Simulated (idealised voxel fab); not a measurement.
The document below concerns the process module designated voxel wiring stack.
Shown is cross-section cut, with a width of 275 nm and square cells of size 5 nm.
Notation: cross-section as square-cell grid; stated in bands, top first, going down; one or more cell rows per band.
Heads up on the band format: heights come first, top then bottom, in nm. After that it's the materials left to right, each with its width in nm. A single material flagged "full width" fills the whole band edge to edge, and "blank" means there's empty space there.
Height 0 is the level under which the wafer as received is all one material. The lowest band goes on downwards, as in "0 down".
Graded width ("30 to 40"): value in top row of band = first number; value in bottom row = second number; row-to-row change constant.
"same as before" (step): cross-section cells unchanged, all of them.
The list in "Enclosed void entries" covers empty spaces of 8 cells or more that cannot reach the top through any open way, and it gives each as width x height at distance; the distance is from the left edge, and width, height and distance are in nm.
after a step's settings: what the simulator itself notes on the step
"overlay nm" on a masked step: distance the mask lay right of its planned place, negative for left.
SO HERE'S THE LINEUP OF PROCESS STEPS WE PLANNED
1. RECEIVE (material Si)
2. CONFORMAL_DEP (material SiO2; thk nm 15)
3. DIRECTIONAL_DEP (material TiN; thk nm 5)
4. DIRECTIONAL_DEP (material Ru; thk nm 25)
5. DIRECTIONAL_DEP (material aC; thk nm 15)
6. PATTERN (tone cover; mask id METAL_1; material resist; width nm 20; pitch nm 40; thk nm 30; overlay nm 0)
7. DIRECTIONAL_ETCH (etch materials aC; depth nm 15)
8. STRIP (etch materials resist)
9. DIRECTIONAL_ETCH (etch materials Ru; depth nm 25)
10. DIRECTIONAL_ETCH (etch materials TiN; depth nm 5)
11. STRIP (etch materials aC)
12. FILL_DEP (material SiO2; thk nm 5)
13. CMP (height nm 45)
14. CONFORMAL_DEP (material SiCN; thk nm 5)
15. DIRECTIONAL_DEP (material lowk; thk nm 30)
16. PATTERN (tone open; mask id METAL_2_HOLES; material resist; width nm 15; pitch nm 80; thk nm 15; overlay nm 0)
17. DIRECTIONAL_ETCH (etch materials lowk; depth nm 30)
18. STRIP (etch materials resist)
19. PATTERN (tone open; mask id METAL_2; material resist; width nm 20; pitch nm 40; thk nm 15; overlay nm 0)
20. DIRECTIONAL_ETCH (etch materials lowk; depth nm 20)
21. DIRECTIONAL_ETCH (etch materials SiCN; depth nm 5)
22. STRIP (etch materials resist)
23. CONFORMAL_DEP (material TiN; thk nm 5)
24. FILL_DEP (material Ru; thk nm 5)
25. CMP (height nm 80)
26. CONFORMAL_DEP (material SiCN; thk nm 5)
27. DIRECTIONAL_DEP (material SiO2; thk nm 35)
28. DIRECTIONAL_DEP (material aC; thk nm 10)
29. PATTERN (tone open; mask id METAL_3; material resist; width nm 20; pitch nm 40; thk nm 30; overlay nm 0)
30. DIRECTIONAL_ETCH (etch materials aC; depth nm 10)
31. STRIP (etch materials resist)
32. DIRECTIONAL_ETCH (etch materials SiO2; depth nm 20)
33. STRIP (etch materials aC)
34. MASKED_ETCH (tone open; mask id METAL_3_HOLES; width nm 15; pitch nm 80; etch materials SiO2; depth nm 15; overlay nm 0)
35. MASKED_ETCH (tone open; mask id METAL_3_HOLES; width nm 15; pitch nm 80; etch materials SiCN; depth nm 5; overlay nm 0)
36. CONFORMAL_DEP (material TiN; thk nm 5)
37. FILL_DEP (material Cu; thk nm 10)
38. CMP (height nm 120)
39. CONFORMAL_DEP (material SiN; thk nm 5)
FIRST OF TWO WAFERS - AS PLANNED
AS-RECEIVED STATE OF THE WAFER IN CROSS-SECTION, EQUIVALENT TO POST-STEP 1
> 0 down = Si full width
> Enclosed void entries: none
CROSS-SECTION THROUGH THE WAFER, STEP 2 FINISHED
> 15 to 0 = SiO2 full width
> Heights below 0 show no change.
CROSS-SECTION THROUGH THE WAFER, STEP 3 FINISHED
> 20 to 15 = TiN full width
> Heights below 15 show no change.
CROSS-SECTION THROUGH THE WAFER, STEP 4 FINISHED
> 45 to 20 = Ru full width
> Heights below 20 show no change.
CROSS-SECTION THROUGH THE WAFER, STEP 5 FINISHED
> 60 to 45 = aC full width
> Heights below 45 show no change.
CROSS-SECTION THROUGH THE WAFER, STEP 6 FINISHED
> 90 to 60 = blank: 65, resist: 20, blank: 20, resist: 20, blank: 20, resist: 20, blank: 20, resist: 20, blank: 70
> Heights below 60 show no change.
CROSS-SECTION THROUGH THE WAFER, STEP 7 FINISHED
> 75 to 60 = blank: 65, resist: 20, blank: 20, resist: 20, blank: 20, resist: 20, blank: 20, resist: 20, blank: 70
> 60 to 45 = blank: 65, aC: 20, blank: 20, aC: 20, blank: 20, aC: 20, blank: 20, aC: 20, blank: 70
> Heights below 45 show no change.
CROSS-SECTION THROUGH THE WAFER, STEP 8 FINISHED
> 60 to 45 = blank: 65, aC: 20, blank: 20, aC: 20, blank: 20, aC: 20, blank: 20, aC: 20, blank: 70
> Heights below 45 show no change.
CROSS-SECTION THROUGH THE WAFER, STEP 9 FINISHED
> 60 to 45 = blank: 65, aC: 20, blank: 20, aC: 20, blank: 20, aC: 20, blank: 20, aC: 20, blank: 70
> 45 to 20 = blank: 65, Ru: 20, blank: 20, Ru: 20, blank: 20, Ru: 20, blank: 20, Ru: 20, blank: 70
> Heights below 20 show no change.
CROSS-SECTION THROUGH THE WAFER, STEP 10 FINISHED
> 60 to 45 = blank: 65, aC: 20, blank: 20, aC: 20, blank: 20, aC: 20, blank: 20, aC: 20, blank: 70
> 45 to 20 = blank: 65, Ru: 20, blank: 20, Ru: 20, blank: 20, Ru: 20, blank: 20, Ru: 20, blank: 70
> 20 to 15 = blank: 65, TiN: 20, blank: 20, TiN: 20, blank: 20, TiN: 20, blank: 20, TiN: 20, blank: 70
> Heights below 15 show no change.
CROSS-SECTION THROUGH THE WAFER, STEP 11 FINISHED
> 45 to 20 = blank: 65, Ru: 20, blank: 20, Ru: 20, blank: 20, Ru: 20, blank: 20, Ru: 20, blank: 70
> Heights below 20 show no change.
CROSS-SECTION THROUGH THE WAFER, STEP 12 FINISHED
> 50 to 45 = SiO2 full width
> 45 to 20 = SiO2: 65, Ru: 20, SiO2: 20, Ru: 20, SiO2: 20, Ru: 20, SiO2: 20, Ru: 20, SiO2: 70
> 20 to 15 = SiO2: 65, TiN: 20, SiO2: 20, TiN: 20, SiO2: 20, TiN: 20, SiO2: 20, TiN: 20, SiO2: 70
> Heights below 15 show no change.
CROSS-SECTION THROUGH THE WAFER, STEP 13 FINISHED
> 45 to 20 = SiO2: 65, Ru: 20, SiO2: 20, Ru: 20, SiO2: 20, Ru: 20, SiO2: 20, Ru: 20, SiO2: 70
> Heights below 20 show no change.
CROSS-SECTION THROUGH THE WAFER, STEP 14 FINISHED
> 50 to 45 = SiCN full width
> Heights below 45 show no change.
CROSS-SECTION THROUGH THE WAFER, STEP 15 FINISHED
> 80 to 50 = lowk full width
> Heights below 50 show no change.
CROSS-SECTION THROUGH THE WAFER, STEP 16 FINISHED
> 95 to 80 = resist: 65, blank: 15, resist: 65, blank: 15, resist: 115
> Heights below 80 show no change.
CROSS-SECTION THROUGH THE WAFER, STEP 17 FINISHED
> 95 to 80 = resist: 65, blank: 15, resist: 65, blank: 15, resist: 115
> 80 to 50 = lowk: 65, blank: 15, lowk: 65, blank: 15, lowk: 115
> Heights below 50 show no change.
CROSS-SECTION THROUGH THE WAFER, STEP 18 FINISHED
> 80 to 50 = lowk: 65, blank: 15, lowk: 65, blank: 15, lowk: 115
> Heights below 50 show no change.
CROSS-SECTION THROUGH THE WAFER, STEP 19 FINISHED
> 95 to 80 = resist: 65, blank: 20, resist: 20, blank: 20, resist: 20, blank: 20, resist: 20, blank: 20, resist: 70
> Heights below 80 show no change.
CROSS-SECTION THROUGH THE WAFER, STEP 20 FINISHED
> 95 to 80 = resist: 65, blank: 20, resist: 20, blank: 20, resist: 20, blank: 20, resist: 20, blank: 20, resist: 70
> 80 to 60 = lowk: 65, blank: 20, lowk: 20, blank: 20, lowk: 20, blank: 20, lowk: 20, blank: 20, lowk: 70
> Heights below 60 show no change.
CROSS-SECTION THROUGH THE WAFER, STEP 21 FINISHED
> 95 to 80 = resist: 65, blank: 20, resist: 20, blank: 20, resist: 20, blank: 20, resist: 20, blank: 20, resist: 70
> 80 to 60 = lowk: 65, blank: 20, lowk: 20, blank: 20, lowk: 20, blank: 20, lowk: 20, blank: 20, lowk: 70
> 60 to 50 = lowk: 65, blank: 15, lowk: 65, blank: 15, lowk: 115
> 50 to 45 = SiCN: 65, blank: 15, SiCN: 65, blank: 15, SiCN: 115
> Heights below 45 show no change.
CROSS-SECTION THROUGH THE WAFER, STEP 22 FINISHED
> 80 to 60 = lowk: 65, blank: 20, lowk: 20, blank: 20, lowk: 20, blank: 20, lowk: 20, blank: 20, lowk: 70
> Heights below 60 show no change.
CROSS-SECTION THROUGH THE WAFER, STEP 23 FINISHED
> 85 to 80 = TiN: 70, blank: 10, TiN: 30, blank: 10, TiN: 30, blank: 10, TiN: 30, blank: 10, TiN: 75
> 80 to 65 = lowk: 65, TiN: 5, blank: 10, TiN: 5, lowk: 20, TiN: 5, blank: 10, TiN: 5, lowk: 20, TiN: 5, blank: 10, TiN: 5, lowk: 20, TiN: 5, blank: 10, TiN: 5, lowk: 70
> 65 to 60 = lowk: 65, TiN: 5, blank: 5, TiN: 10, lowk: 20, TiN: 20, lowk: 20, TiN: 5, blank: 5, TiN: 10, lowk: 20, TiN: 20, lowk: 70
> 60 to 50 = lowk: 65, TiN: 5, blank: 5, TiN: 5, lowk: 65, TiN: 5, blank: 5, TiN: 5, lowk: 115
> 50 to 45 = SiCN: 65, TiN: 15, SiCN: 65, TiN: 15, SiCN: 115
> Heights below 45 show no change.
CROSS-SECTION THROUGH THE WAFER, STEP 24 FINISHED
> 90 to 85 = Ru full width
> 85 to 80 = TiN: 70, Ru: 10, TiN: 30, Ru: 10, TiN: 30, Ru: 10, TiN: 30, Ru: 10, TiN: 75
> 80 to 65 = lowk: 65, TiN: 5, Ru: 10, TiN: 5, lowk: 20, TiN: 5, Ru: 10, TiN: 5, lowk: 20, TiN: 5, Ru: 10, TiN: 5, lowk: 20, TiN: 5, Ru: 10, TiN: 5, lowk: 70
> 65 to 60 = lowk: 65, TiN: 5, Ru: 5, TiN: 10, lowk: 20, TiN: 20, lowk: 20, TiN: 5, Ru: 5, TiN: 10, lowk: 20, TiN: 20, lowk: 70
> 60 to 50 = lowk: 65, TiN: 5, Ru: 5, TiN: 5, lowk: 65, TiN: 5, Ru: 5, TiN: 5, lowk: 115
> Heights below 50 show no change.
CROSS-SECTION THROUGH THE WAFER, STEP 25 FINISHED
> 80 to 65 = lowk: 65, TiN: 5, Ru: 10, TiN: 5, lowk: 20, TiN: 5, Ru: 10, TiN: 5, lowk: 20, TiN: 5, Ru: 10, TiN: 5, lowk: 20, TiN: 5, Ru: 10, TiN: 5, lowk: 70
> Heights below 65 show no change.
CROSS-SECTION THROUGH THE WAFER, STEP 26 FINISHED
> 85 to 80 = SiCN full width
> Heights below 80 show no change.
CROSS-SECTION THROUGH THE WAFER, STEP 27 FINISHED
> 120 to 85 = SiO2 full width
> Heights below 85 show no change.
CROSS-SECTION THROUGH THE WAFER, STEP 28 FINISHED
> 130 to 120 = aC full width
> Heights below 120 show no change.
CROSS-SECTION THROUGH THE WAFER, STEP 29 FINISHED
> 160 to 130 = resist: 65, blank: 20, resist: 20, blank: 20, resist: 20, blank: 20, resist: 20, blank: 20, resist: 70
> Heights below 130 show no change.
CROSS-SECTION THROUGH THE WAFER, STEP 30 FINISHED
> 150 to 130 = resist: 65, blank: 20, resist: 20, blank: 20, resist: 20, blank: 20, resist: 20, blank: 20, resist: 70
> 130 to 120 = aC: 65, blank: 20, aC: 20, blank: 20, aC: 20, blank: 20, aC: 20, blank: 20, aC: 70
> Heights below 120 show no change.
CROSS-SECTION THROUGH THE WAFER, STEP 31 FINISHED
> 130 to 120 = aC: 65, blank: 20, aC: 20, blank: 20, aC: 20, blank: 20, aC: 20, blank: 20, aC: 70
> Heights below 120 show no change.
CROSS-SECTION THROUGH THE WAFER, STEP 32 FINISHED
> 130 to 120 = aC: 65, blank: 20, aC: 20, blank: 20, aC: 20, blank: 20, aC: 20, blank: 20, aC: 70
> 120 to 100 = SiO2: 65, blank: 20, SiO2: 20, blank: 20, SiO2: 20, blank: 20, SiO2: 20, blank: 20, SiO2: 70
> Heights below 100 show no change.
CROSS-SECTION THROUGH THE WAFER, STEP 33 FINISHED
> 120 to 100 = SiO2: 65, blank: 20, SiO2: 20, blank: 20, SiO2: 20, blank: 20, SiO2: 20, blank: 20, SiO2: 70
> Heights below 100 show no change.
CROSS-SECTION THROUGH THE WAFER, STEP 34 FINISHED
> 120 to 100 = SiO2: 65, blank: 20, SiO2: 20, blank: 20, SiO2: 20, blank: 20, SiO2: 20, blank: 20, SiO2: 70
> 100 to 85 = SiO2: 65, blank: 15, SiO2: 65, blank: 15, SiO2: 115
> Heights below 85 show no change.
CROSS-SECTION THROUGH THE WAFER, STEP 35 FINISHED
> 120 to 100 = SiO2: 65, blank: 20, SiO2: 20, blank: 20, SiO2: 20, blank: 20, SiO2: 20, blank: 20, SiO2: 70
> 100 to 85 = SiO2: 65, blank: 15, SiO2: 65, blank: 15, SiO2: 115
> 85 to 80 = SiCN: 65, blank: 15, SiCN: 65, blank: 15, SiCN: 115
> Heights below 80 show no change.
CROSS-SECTION THROUGH THE WAFER, STEP 36 FINISHED
> 125 to 120 = TiN: 70, blank: 10, TiN: 30, blank: 10, TiN: 30, blank: 10, TiN: 30, blank: 10, TiN: 75
> 120 to 105 = SiO2: 65, TiN: 5, blank: 10, TiN: 5, SiO2: 20, TiN: 5, blank: 10, TiN: 5, SiO2: 20, TiN: 5, blank: 10, TiN: 5, SiO2: 20, TiN: 5, blank: 10, TiN: 5, SiO2: 70
> 105 to 100 = SiO2: 65, TiN: 5, blank: 5, TiN: 10, SiO2: 20, TiN: 20, SiO2: 20, TiN: 5, blank: 5, TiN: 10, SiO2: 20, TiN: 20, SiO2: 70
> 100 to 85 = SiO2: 65, TiN: 5, blank: 5, TiN: 5, SiO2: 65, TiN: 5, blank: 5, TiN: 5, SiO2: 115
> 85 to 80 = SiCN: 65, TiN: 15, SiCN: 65, TiN: 15, SiCN: 115
> Heights below 80 show no change.
CROSS-SECTION THROUGH THE WAFER, STEP 37 FINISHED
> 135 to 125 = Cu full width
> 125 to 120 = TiN: 70, Cu: 10, TiN: 30, Cu: 10, TiN: 30, Cu: 10, TiN: 30, Cu: 10, TiN: 75
> 120 to 105 = SiO2: 65, TiN: 5, Cu: 10, TiN: 5, SiO2: 20, TiN: 5, Cu: 10, TiN: 5, SiO2: 20, TiN: 5, Cu: 10, TiN: 5, SiO2: 20, TiN: 5, Cu: 10, TiN: 5, SiO2: 70
> 105 to 100 = SiO2: 65, TiN: 5, Cu: 5, TiN: 10, SiO2: 20, TiN: 20, SiO2: 20, TiN: 5, Cu: 5, TiN: 10, SiO2: 20, TiN: 20, SiO2: 70
> 100 to 85 = SiO2: 65, TiN: 5, Cu: 5, TiN: 5, SiO2: 65, TiN: 5, Cu: 5, TiN: 5, SiO2: 115
> Heights below 85 show no change.
CROSS-SECTION THROUGH THE WAFER, STEP 38 FINISHED
> 120 to 105 = SiO2: 65, TiN: 5, Cu: 10, TiN: 5, SiO2: 20, TiN: 5, Cu: 10, TiN: 5, SiO2: 20, TiN: 5, Cu: 10, TiN: 5, SiO2: 20, TiN: 5, Cu: 10, TiN: 5, SiO2: 70
> Heights below 105 show no change.
CROSS-SECTION THROUGH THE WAFER, STEP 39 FINISHED
> 125 to 120 = SiN full width
> Heights below 120 show no change.
HERE THE SECOND WAFER IS DESCRIBED. ITS START AND ITS PLAN WERE THOSE OF THE FIRST WAFER. ITS RUN CONTAINED ONE MISTAKE. UP TO AND INCLUDING STEP 28, IT DID EXACTLY WHAT THE FIRST WAFER DID
SECOND WAFER, CROSS-SECTION, PLANNED END OF STEP 29
> 160 to 130 = blank: 65, resist: 20, blank: 20, resist: 20, blank: 20, resist: 20, blank: 20, resist: 20, blank: 70
> Heights below 130 show no change.
SECOND WAFER, CROSS-SECTION, PLANNED END OF STEP 30
> 150 to 130 = blank: 65, resist: 20, blank: 20, resist: 20, blank: 20, resist: 20, blank: 20, resist: 20, blank: 70
> 130 to 120 = blank: 65, aC: 20, blank: 20, aC: 20, blank: 20, aC: 20, blank: 20, aC: 20, blank: 70
> Heights below 120 show no change.
SECOND WAFER, CROSS-SECTION, PLANNED END OF STEP 31
> 130 to 120 = blank: 65, aC: 20, blank: 20, aC: 20, blank: 20, aC: 20, blank: 20, aC: 20, blank: 70
> Heights below 120 show no change.
SECOND WAFER, CROSS-SECTION, PLANNED END OF STEP 32
> 130 to 120 = blank: 65, aC: 20, blank: 20, aC: 20, blank: 20, aC: 20, blank: 20, aC: 20, blank: 70
> 120 to 100 = blank: 65, SiO2: 20, blank: 20, SiO2: 20, blank: 20, SiO2: 20, blank: 20, SiO2: 20, blank: 70
> Heights below 100 show no change.
SECOND WAFER, CROSS-SECTION, PLANNED END OF STEP 33
> 120 to 100 = blank: 65, SiO2: 20, blank: 20, SiO2: 20, blank: 20, SiO2: 20, blank: 20, SiO2: 20, blank: 70
> Heights below 100 show no change.
SECOND WAFER, CROSS-SECTION, PLANNED END OF STEP 34
> 120 to 105 = blank: 80, SiO2: 5, blank: 20, SiO2: 20, blank: 35, SiO2: 5, blank: 20, SiO2: 20, blank: 70
> Heights below 105 show no change.
Second wafer, cross-section, planned end of step 35: same as before
SECOND WAFER, CROSS-SECTION, PLANNED END OF STEP 36
> 125 to 120 = blank: 75, TiN: 15, blank: 10, TiN: 30, blank: 25, TiN: 15, blank: 10, TiN: 30, blank: 65
> 120 to 110 = blank: 75, TiN: 5, SiO2: 5, TiN: 5, blank: 10, TiN: 5, SiO2: 20, TiN: 5, blank: 25, TiN: 5, SiO2: 5, TiN: 5, blank: 10, TiN: 5, SiO2: 20, TiN: 5, blank: 65
> 110 to 105 = blank: 60, TiN: 20, SiO2: 5, TiN: 5, blank: 10, TiN: 5, SiO2: 20, TiN: 5, blank: 10, TiN: 20, SiO2: 5, TiN: 5, blank: 10, TiN: 5, SiO2: 20, TiN: 5, blank: 65
> 105 to 100 = TiN: 65, SiO2: 20, TiN: 20, SiO2: 20, TiN: 20, SiO2: 20, TiN: 20, SiO2: 20, TiN: 70
> Heights below 100 show no change.
SECOND WAFER, CROSS-SECTION, PLANNED END OF STEP 37
> 135 to 125 = Cu full width
> 125 to 120 = Cu: 75, TiN: 15, Cu: 10, TiN: 30, Cu: 25, TiN: 15, Cu: 10, TiN: 30, Cu: 65
> 120 to 110 = Cu: 75, TiN: 5, SiO2: 5, TiN: 5, Cu: 10, TiN: 5, SiO2: 20, TiN: 5, Cu: 25, TiN: 5, SiO2: 5, TiN: 5, Cu: 10, TiN: 5, SiO2: 20, TiN: 5, Cu: 65
> 110 to 105 = Cu: 60, TiN: 20, SiO2: 5, TiN: 5, Cu: 10, TiN: 5, SiO2: 20, TiN: 5, Cu: 10, TiN: 20, SiO2: 5, TiN: 5, Cu: 10, TiN: 5, SiO2: 20, TiN: 5, Cu: 65
> Heights below 105 show no change.
SECOND WAFER, CROSS-SECTION, PLANNED END OF STEP 38
> 120 to 110 = Cu: 75, TiN: 5, SiO2: 5, TiN: 5, Cu: 10, TiN: 5, SiO2: 20, TiN: 5, Cu: 25, TiN: 5, SiO2: 5, TiN: 5, Cu: 10, TiN: 5, SiO2: 20, TiN: 5, Cu: 65
> Heights below 110 show no change.
SECOND WAFER, CROSS-SECTION, PLANNED END OF STEP 39
> 125 to 120 = SiN full width
> Heights below 120 show no change.
what went wrong: planned and actual differ for step 29; actual: PATTERN (tone cover; mask id METAL_3; material resist; width nm 20; pitch nm 40; thk nm 30; overlay nm 0)
The final cell counts differ between the wafers, with the second having more or fewer of some materials than the first: Cu: 73 more; SiCN: 6 more; SiO2: 92 fewer; TiN: 13 more
